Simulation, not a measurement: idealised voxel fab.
Proc. module: voxel self aligned contacts
cross-section cut | 205 nm wide | cells 5 nm
Notation: cross-section as square-cell grid; stated in bands, top first, going down; one or more cell rows per band. What a band's entry tells you: where the top is and where the bottom is, as heights in nm, and after that what lies inside, material by material from left to right, each with its width in nm. Empty space is written as the word "blank", and a single material marked with the word "throughout" occupies the band from edge to edge. Height datum 0, below which the as-received substrate wafer is one material. Lowest band open at the bottom, running downward: "from 0 down". Width spec "30..40" -> top row of cells at first value, bottom row at second value, equal per-row change in between. Basically "no change" means that step didn't change any cell in the cross-section. The entry "closed voids" lists the empty spaces that cover at least 8 cells and have no open path to the top. Each is written as width x height at distance, where the distance is measured from the left edge and all three values are in nm. If you see something after the settings on a step's line, that's the simulator's own remark about that step. The optional step-line setting "overlay nm" applies to steps with a mask and quantifies how far to the right of its planned location the mask lay, a negative value indicating leftward placement.

**Here's what the planned process steps look like**
step 1: RECEIVE,material Si
step 2: CONFORMAL_DEP,material SiO2,thk nm 5
step 3: DIRECTIONAL_DEP,material polySi,thk nm 25
step 4: DIRECTIONAL_DEP,material SiN,thk nm 20
step 5: MASKED_ETCH,tone cover,mask id GATE,width nm 25,pitch nm 60,etch materials SiN,depth nm 20,overlay nm 0
step 6: MASKED_ETCH,tone cover,mask id GATE,width nm 25,pitch nm 60,etch materials polySi,depth nm 25,overlay nm 0
step 7: CONFORMAL_DEP,material SiN,thk nm 10
step 8: DIRECTIONAL_ETCH,etch materials SiN,depth nm 10
step 9: FILL_DEP,material SiO2,thk nm 10
step 10: CMP,height nm 55
step 11: DIRECTIONAL_DEP,material aC,thk nm 10
step 12: PATTERN,tone open,mask id CONTACT,material resist,width nm 45,pitch nm 60,thk nm 30,overlay nm 0
step 13: DIRECTIONAL_ETCH,etch materials aC,depth nm 10
step 14: STRIP,etch materials resist
step 15: DIRECTIONAL_ETCH,etch materials SiO2,depth nm 55
step 16: STRIP,etch materials aC
step 17: CONFORMAL_DEP,material TiN,thk nm 5
step 18: FILL_DEP,material Ru,thk nm 5
step 19: CMP,height nm 55
step 20: CONFORMAL_DEP,material SiN,thk nm 5

**Received-state cross-section, reflecting completion of step 1**
from 0 down | Si throughout
closed voids: none

**Cross-section: first of two wafers, module finished, run according to plan**
from 60 to 55 | SiN throughout
from 55 to 50 | SiO2 50  TiN 20  Ru 5  TiN 20  SiO2 15  TiN 20  Ru 5  TiN 20  SiO2 50
from 50 to 30 | SiO2 20  SiN 45  TiN 5  Ru 5  TiN 5  SiN 45  TiN 5  Ru 5  TiN 5  SiN 45  SiO2 20
from 30 to 5 | SiO2 20  SiN 10  polySi 25  SiN 10  TiN 5  Ru 5  TiN 5  SiN 10  polySi 25  SiN 10  TiN 5  Ru 5  TiN 5  SiN 10  polySi 25  SiN 10  SiO2 20
from 5 to 0 | SiO2 65  TiN 15  SiO2 45  TiN 15  SiO2 65
from 0 down | Si throughout
closed voids: none

**Cross-section at end of module for the second wafer of two, which matched the first in starting point and plan and differed by one mistake in its processing**
from 60 to 55 | SiN throughout
from 55 to 50 | Ru 15  TiN 35  SiO2 45  TiN 15  SiO2 45  TiN 35  Ru 15
from 50 to 30 | Ru 15  TiN 5  SiN 45  SiO2 15  SiN 45  SiO2 15  SiN 45  TiN 5  Ru 15
from 30 to 5 | Ru 15  TiN 5  SiN 10  polySi 25  SiN 10  SiO2 15  SiN 10  polySi 25  SiN 10  SiO2 15  SiN 10  polySi 25  SiN 10  TiN 5  Ru 15
from 5 to 0 | TiN 20  SiO2 165  TiN 20
from 0 down | Si throughout
closed voids: none
Against the plan, the run slipped here: step 12 deviated from plan and actually ran as PATTERN,tone cover,mask id CONTACT,material resist,width nm 45,pitch nm 60,thk nm 30,overlay nm 0
End check, counted in cells, second wafer has more or fewer of these materials than the first: Ru: 40 more | SiO2: 25 fewer | TiN: 15 fewer
